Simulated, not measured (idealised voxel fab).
Name of the process module below: voxel fin reveal
The figure presents cross-section cut, which has a width of 250 nm and is divided into square cells with an edge length of 5 nm.
Each cross-section below is a grid of square cells, stated as bands in top-down order, with one or more rows of cells making up each band.
Heads up on the band format: heights come first, top then bottom, in nm. After that it's the materials left to right, each with its width in nm. A single material flagged "edge to edge" fills the whole band edge to edge, and "air" means there's empty space there.
Convention: height 0 is the level below which the wafer, as received, is all one material. The lowest band does not terminate at the bottom but continues downward, represented as "z 0 and below".
Per-row width for "30 to 40": begins at first number (top row of band), ends at second number (bottom row), increment between rows held constant.
Step note "no change occurred" = no cross-section cell changed.
Trapped voids: empty space of 8 cells or more with no open way to the top, each as width x height at its distance from the left edge, in nm
What comes after the settings on a step's line is commentary from the simulator itself on that step.
If you see "overlay nm" on a step's line and that step has a mask, it's telling you how far right of where it was planned the mask ended up; a negative number means it went left instead.

Planned process steps:
| 1 | RECEIVE,material Si |
| 2 | CONFORMAL_DEP,material SiN,thk nm 5 |
| 3 | DIRECTIONAL_DEP,material aC,thk nm 15 |
| 4 | PATTERN,tone cover,mask id FINS,material resist,width nm 15,pitch nm 35,thk nm 35,overlay nm 0 |
| 5 | DIRECTIONAL_ETCH,etch materials aC,depth nm 15 |
| 6 | STRIP,etch materials resist |
| 7 | DIRECTIONAL_ETCH,etch materials SiN,depth nm 5 |
| 8 | DIRECTIONAL_ETCH,etch materials Si,depth nm 30 |
| 9 | STRIP,etch materials aC |
| 10 | FILL_DEP,material SiO2,thk nm 5 |
| 11 | CMP,height nm 5 |
| 12 | SELECTIVE_ETCH,etch materials SiO2,depth nm 25 |
| 13 | STRIP,etch materials SiN |
| 14 | CONFORMAL_DEP,material HfO2,thk nm 5 |

Cross-section: wafer on arrival = after step 1:
z 0 and below: Si edge to edge
Trapped voids: none

Post-module cross-section of the first of two wafers (run per plan):
z 5 to 0: 60 nm air, then 25 nm HfO2, then 10 nm air, then 25 nm HfO2, then 10 nm air, then 25 nm HfO2, then 10 nm air, then 25 nm HfO2, then 60 nm air
z 0 to -15: 60 nm air, then 5 nm HfO2, then 15 nm Si, then 5 nm HfO2, then 10 nm air, then 5 nm HfO2, then 15 nm Si, then 5 nm HfO2, then 10 nm air, then 5 nm HfO2, then 15 nm Si, then 5 nm HfO2, then 10 nm air, then 5 nm HfO2, then 15 nm Si, then 5 nm HfO2, then 60 nm air
z -15 to -20: 65 nm HfO2, then 15 nm Si, then 20 nm HfO2, then 15 nm Si, then 20 nm HfO2, then 15 nm Si, then 20 nm HfO2, then 15 nm Si, then 65 nm HfO2
z -20 to -30: 65 nm SiO2, then 15 nm Si, then 20 nm SiO2, then 15 nm Si, then 20 nm SiO2, then 15 nm Si, then 20 nm SiO2, then 15 nm Si, then 65 nm SiO2
z -30 and below: Si edge to edge
Trapped voids: none

Presented here is a cross-section of the second of the two wafers as it stood at the end of the module. It was started in the same manner and assigned the same plan as the first wafer; however, one mistake was made in its execution:
z 5 to 0: 60 nm air, then 25 nm HfO2, then 10 nm air, then 25 nm HfO2, then 10 nm air, then 25 nm HfO2, then 10 nm air, then 25 nm HfO2, then 60 nm air
z 0 to -15: 60 nm air, then 5 nm HfO2, then 15 nm Si, then 5 nm HfO2, then 10 nm air, then 5 nm HfO2, then 15 nm Si, then 5 nm HfO2, then 10 nm air, then 5 nm HfO2, then 15 nm Si, then 5 nm HfO2, then 10 nm air, then 5 nm HfO2, then 15 nm Si, then 5 nm HfO2, then 60 nm air
z -15 to -20: 65 nm HfO2, then 15 nm Si, then 20 nm HfO2, then 15 nm Si, then 20 nm HfO2, then 15 nm Si, then 20 nm HfO2, then 15 nm Si, then 65 nm HfO2
z -20 to -60: 65 nm SiO2, then 15 nm Si, then 20 nm SiO2, then 15 nm Si, then 20 nm SiO2, then 15 nm Si, then 20 nm SiO2, then 15 nm Si, then 65 nm SiO2
z -60 and below: Si edge to edge
Trapped voids: none
It is concluded that the wafer was processed incorrectly with respect to the plan, in that step 8 of the plan was executed twice over
Final comparison by cell count, materials where the second wafer has more or fewer than the first: Si: 228 fewer, SiO2: 228 more
